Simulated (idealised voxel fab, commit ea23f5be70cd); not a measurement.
process module | voxel self aligned contacts
Cross-section cut spans 235 nm and uses square cells 5 nm in size.
Cross-section spec: square-cell grid; bands listed top down; each band is one or more rows. Basically the band line says how high the top is and how high the bottom is, in nm, and then what's in it from left to right, every material with its width in nm. Empty space shows up as "blank", and if a single material carries "throughout" it runs the full band edge to edge. Zero point of the height axis is 0; under it, received wafer = one material. Lowest band: continues down indefinitely, "z 0 and below". Top row gets the first number, bottom row gets the second, and each row in between changes by the same step: that is how a band width like "30..40" works. Where a step carries "no change", the cross-section came out of it unchanged, cell for cell. The entry "Closed void catalog" lists the empty spaces that cover at least 8 cells and have no open path to the top. Each is written as width x height at distance, where the distance is measured from the left edge and all three values are in nm. Whatever follows a step's settings on its line is a remark the simulator itself makes about that step. What "overlay nm" on a step's line means: if the step has a mask, that mask lay this far to the right of its planned place, or, when the value is negative, to the left.

[These are the steps we planned for the process]
- 1: RECEIVE: material Si
- 2: OXIDIZE: depth nm 5
- 3: DIRECTIONAL_DEP: material polySi, thk nm 25
- 4: DIRECTIONAL_DEP: material SiN, thk nm 15
- 5: PATTERN: tone cover, mask id GATE, material resist, width nm 25, pitch nm 60, thk nm 15, overlay nm 0
- 6: DIRECTIONAL_ETCH: etch materials SiN, depth nm 15
- 7: DIRECTIONAL_ETCH: etch materials polySi, depth nm 25
- 8: STRIP: etch materials resist
- 9: CONFORMAL_DEP: material SiN, thk nm 5
- 10: DIRECTIONAL_ETCH: etch materials SiN, depth nm 5
- 11: FILL_DEP: material SiO2, thk nm 15
- 12: CMP: height nm 45
- 13: PATTERN: tone open, mask id CONTACT, material resist, width nm 45, pitch nm 60, thk nm 15, overlay nm 0
- 14: DIRECTIONAL_ETCH: etch materials SiO2, depth nm 50
- 15: STRIP: etch materials resist
- 16: CONFORMAL_DEP: material TiN, thk nm 5
- 17: FILL_DEP: material W, thk nm 5
- 18: CMP: height nm 45
- 19: CONFORMAL_DEP: material SiN, thk nm 5

[Cross-section of the wafer at receipt, which is the condition after step 1]
- z 0 and below  Si throughout
- Closed void catalog: none

[Cross-section taken at module completion on the first of two wafers; processed per the plan]
- z 50 to 45  SiN throughout
- z 45 to 40  SiO2 (65) | TiN (15) | W (15) | TiN (15) | SiO2 (15) | TiN (15) | W (15) | TiN (15) | SiO2 (65)
- z 40 to 25  SiO2 (40) | SiN (35) | TiN (5) | W (15) | TiN (5) | SiN (35) | TiN (5) | W (15) | TiN (5) | SiN (35) | SiO2 (40)
- z 25 to 0  SiO2 (40) | SiN (5) | polySi (25) | SiN (5) | TiN (5) | W (15) | TiN (5) | SiN (5) | polySi (25) | SiN (5) | TiN (5) | W (15) | TiN (5) | SiN (5) | polySi (25) | SiN (5) | SiO2 (40)
- z 0 to -5  SiO2 (75) | TiN (25) | SiO2 (35) | TiN (25) | SiO2 (75)
- z -5 and below  Si throughout
- Closed void catalog: none

[Here is the second of the two wafers cut open at the end of the module - same start, same plan as the first one, but we made one mistake running it]
- z 50 to 45  SiN throughout
- z 45 to 40  SiO2 (65) | TiN (10) | W (15) | TiN (20) | SiO2 (15) | TiN (10) | W (15) | TiN (20) | SiO2 (65)
- z 40 to 25  SiO2 (35) | SiN (35) | TiN (5) | W (15) | TiN (5) | SiN (35) | TiN (5) | W (15) | TiN (5) | SiN (35) | SiO2 (45)
- z 25 to 0  SiO2 (35) | SiN (5) | polySi (25) | SiN (5) | TiN (5) | W (15) | TiN (5) | SiN (5) | polySi (25) | SiN (5) | TiN (5) | W (15) | TiN (5) | SiN (5) | polySi (25) | SiN (5) | SiO2 (45)
- z 0 to -5  SiO2 (70) | TiN (25) | SiO2 (35) | TiN (25) | SiO2 (80)
- z -5 and below  Si throughout
- Closed void catalog: none
Deviation noted in wafer processing: step 5 ran with different settings than intended, the actual operation and settings being PATTERN: tone cover, mask id GATE, material resist, width nm 25, pitch nm 60, thk nm 15, overlay nm -5
By the end, you'd get the same cell count for each material on either wafer, but the second wafer puts them somewhere else.
